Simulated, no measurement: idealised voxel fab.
Process module heading - voxel self aligned vias
FYI the section here is cut, 210 nm wide, cells are 5 nm squares.
Square cells in a grid make up a cross-section in this document, and the grid is given as bands, listed from the top down, each one or more rows of cells.
Quick guide to a band line: top height, bottom height (nm) up front; then every material left to right with its width in nm. Only one material and it's marked "full width"? Then it fills the band edge to edge. And "blank" just means empty space.
It should be noted that heights are counted from 0, beneath which the wafer as supplied is of one material throughout, and that the lowest band possesses no lower boundary but continues downward, as written in "top 0, no bottom".
Think of "30 to 40" as a width that walks from the first number to the second as you go down the band, top row to bottom row, taking equal-sized steps from row to row.
Where a step carries "no modification", the cross-section came out of it unchanged, cell for cell.
Any empty space of 8 cells or more lacking an open way to the top shows up in "Sealed cavities" as width x height at distance, distance from the left edge, in nm.
On a step's line, text after the settings is the simulator commenting on that step.
overlay nm: on a step with a mask, how far right of its planned place the mask lay; negative means left.

[List of planned process steps]
step 1: op RECEIVE | material Si
step 2: op CONFORMAL_DEP | material SiO2 | thk nm 10
step 3: op CONFORMAL_DEP | material SiCN | thk nm 5
step 4: op DIRECTIONAL_DEP | material lowk | thk nm 25
step 5: op MASKED_ETCH | tone open | mask id LINES | width nm 30 | pitch nm 60 | etch materials lowk | depth nm 25 | overlay nm 0
step 6: op CONFORMAL_DEP | material TiN | thk nm 5
step 7: op FILL_DEP | material W | thk nm 10
step 8: op CMP | height nm 40
step 9: op SELECTIVE_ETCH | etch materials W Ru TiN | depth nm 10
step 10: op FILL_DEP | material SiN | thk nm 10
step 11: op CMP | height nm 40
step 12: op DIRECTIONAL_DEP | material lowk | thk nm 20
step 13: op MASKED_ETCH | tone open | mask id VIAS | width nm 40 | pitch nm 60 | etch materials lowk | depth nm 20 | overlay nm 0
step 14: op MASKED_ETCH | tone open | mask id VIAS | width nm 40 | pitch nm 60 | etch materials SiN | depth nm 10 | overlay nm 0
step 15: op CONFORMAL_DEP | material TiN | thk nm 5
step 16: op FILL_DEP | material Ru | thk nm 5
step 17: op CMP | height nm 60
step 18: op CONFORMAL_DEP | material SiN | thk nm 5

[Cross-section of the wafer as it came to us, i.e., already through step 1]
* top 0, no bottom  Si full width
* Sealed cavities: none

[a wafer at the end: this start, this plan, one mistake]
* top 65, bottom 60  SiN full width
* top 60, bottom 45  25 nm lowk; 5 nm TiN; 30 nm Ru; 5 nm TiN; 20 nm lowk; 5 nm TiN; 30 nm Ru; 5 nm TiN; 20 nm lowk; 5 nm TiN; 30 nm Ru; 5 nm TiN; 25 nm lowk
* top 45, bottom 35  25 to 30 nm lowk; 10 to 5 nm TiN; 20 nm Ru; 10 to 5 nm TiN; 20 to 30 nm lowk; 10 to 5 nm TiN; 20 nm Ru; 10 to 5 nm TiN; 20 to 30 nm lowk; 10 to 5 nm TiN; 20 nm Ru; 10 to 5 nm TiN; 25 to 30 nm lowk
* top 35, bottom 30  30 nm lowk; 30 nm TiN; 30 nm lowk; 30 nm TiN; 30 nm lowk; 30 nm TiN; 30 nm lowk
* top 30, bottom 20  30 nm lowk; 5 nm TiN; 20 nm W; 5 nm TiN; 30 nm lowk; 5 nm TiN; 20 nm W; 5 nm TiN; 30 nm lowk; 5 nm TiN; 20 nm W; 5 nm TiN; 30 nm lowk
* top 20, bottom 15  30 nm lowk; 30 nm TiN; 30 nm lowk; 30 nm TiN; 30 nm lowk; 30 nm TiN; 30 nm lowk
* top 15, bottom 0  SiO2 full width
* top 0, no bottom  Si full width
* Sealed cavities: none
Diagnosis: not per plan at step 3, really ran op CONFORMAL_DEP | material SiO2 | thk nm 5
